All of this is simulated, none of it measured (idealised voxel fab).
The following process module bears the name voxel self aligned vias.
235 nm wide, 5 nm square cells: that's cross-section cut.
Cross-section spec: square-cell grid; bands listed top down; each band is one or more rows.
Heads up on the band format: heights come first, top then bottom, in nm. After that it's the materials left to right, each with its width in nm. A single material flagged "throughout" fills the whole band edge to edge, and "air" means there's empty space there.
Ref level 0: as-received wafer is one material below here. Bottom band extends down with no lower bound ("0..down").
Think of "30->40" as a width that walks from the first number to the second as you go down the band, top row to bottom row, taking equal-sized steps from row to row.
"same as before" for a step: no cell of the cross-section changed in that step.
"closed voids": empty spaces of 8 cells or more with no open way to the top, each given as width x height at distance, distance from the left edge, all in nm.
Whatever follows a step's settings on its line is a remark the simulator itself makes about that step.
overlay nm: for a step with a mask, the amount by which the mask lay right of where it was planned; a negative amount means left of it.
# The process steps that were planned are listed below
| 1 | RECEIVE [material Si] |
| 2 | CONFORMAL_DEP [material SiO2] [thk nm 15] |
| 3 | CONFORMAL_DEP [material SiCN] [thk nm 5] |
| 4 | DIRECTIONAL_DEP [material SiO2] [thk nm 30] |
| 5 | MASKED_ETCH [tone open] [mask id LINES] [width nm 30] [pitch nm 65] [etch materials SiO2] [depth nm 30] [overlay nm 0] |
| 6 | CONFORMAL_DEP [material TiN] [thk nm 5] |
| 7 | FILL_DEP [material Ru] [thk nm 10] |
| 8 | CMP [height nm 50] |
| 9 | SELECTIVE_ETCH [etch materials W Ru TiN] [depth nm 5] |
| 10 | FILL_DEP [material SiN] [thk nm 5] |
| 11 | CMP [height nm 50] |
| 12 | DIRECTIONAL_DEP [material SiO2] [thk nm 20] |
| 13 | DIRECTIONAL_DEP [material aC] [thk nm 10] |
| 14 | PATTERN [tone open] [mask id VIAS] [material resist] [width nm 40] [pitch nm 65] [thk nm 25] [overlay nm 0] |
| 15 | DIRECTIONAL_ETCH [etch materials aC] [depth nm 10] |
| 16 | STRIP [etch materials resist] |
| 17 | DIRECTIONAL_ETCH [etch materials SiO2] [depth nm 20] |
| 18 | DIRECTIONAL_ETCH [etch materials SiN] [depth nm 5] |
| 19 | STRIP [etch materials aC] |
| 20 | CONFORMAL_DEP [material TiN] [thk nm 5] |
| 21 | FILL_DEP [material W] [thk nm 5] |
| 22 | CMP [height nm 70] |
| 23 | CONFORMAL_DEP [material SiN] [thk nm 5] |
# Cross-section: wafer on arrival = after step 1
    0..down = Si throughout
    closed voids: none
# Cross-sectional view of the first of the two wafers upon completion of the module, processed in accordance with the plan
    75..70 = SiN throughout
    70..55 = 65 nm SiO2, then 5 nm TiN, then 30 nm W, then 5 nm TiN, then 25 nm SiO2, then 5 nm TiN, then 30 nm W, then 5 nm TiN, then 65 nm SiO2
    55..50 = 65 nm SiO2, then 10 nm TiN, then 20 nm W, then 10 nm TiN, then 25 nm SiO2, then 10 nm TiN, then 20 nm W, then 10 nm TiN, then 65 nm SiO2
    50..45 = 70 nm SiO2, then 30 nm TiN, then 35 nm SiO2, then 30 nm TiN, then 70 nm SiO2
    45..25 = 70 nm SiO2, then 5 nm TiN, then 20 nm Ru, then 5 nm TiN, then 35 nm SiO2, then 5 nm TiN, then 20 nm Ru, then 5 nm TiN, then 70 nm SiO2
    25..20 = 70 nm SiO2, then 30 nm TiN, then 35 nm SiO2, then 30 nm TiN, then 70 nm SiO2
    20..15 = SiCN throughout
    15..0 = SiO2 throughout
    0..down = Si throughout
    closed voids: none
# Here's the second of our two wafers sectioned at module end. Same start as the first, same plan, but one mistake got made running it
    75..70 = SiN throughout
    70..55 = 70 nm SiO2, then 5 nm TiN, then 30 nm W, then 5 nm TiN, then 25 nm SiO2, then 5 nm TiN, then 30 nm W, then 5 nm TiN, then 60 nm SiO2
    55..50 = 70 nm SiO2, then 5 nm TiN, then 20 nm W, then 15 nm TiN, then 25 nm SiO2, then 5 nm TiN, then 20 nm W, then 15 nm TiN, then 60 nm SiO2
    50..45 = 70 nm SiO2, then 30 nm TiN, then 35 nm SiO2, then 30 nm TiN, then 70 nm SiO2
    45..25 = 70 nm SiO2, then 5 nm TiN, then 20 nm Ru, then 5 nm TiN, then 35 nm SiO2, then 5 nm TiN, then 20 nm Ru, then 5 nm TiN, then 70 nm SiO2
    25..20 = 70 nm SiO2, then 30 nm TiN, then 35 nm SiO2, then 30 nm TiN, then 70 nm SiO2
    20..15 = SiCN throughout
    15..0 = SiO2 throughout
    0..down = Si throughout
    closed voids: none
What broke from the plan during processing? step 14 deviated from plan and actually ran as PATTERN [tone open] [mask id VIAS] [material resist] [width nm 40] [pitch nm 65] [thk nm 25] [overlay nm 5]
At the end, each material covers as many cells on the second wafer as it does on the first, though the cells it covers are elsewhere.
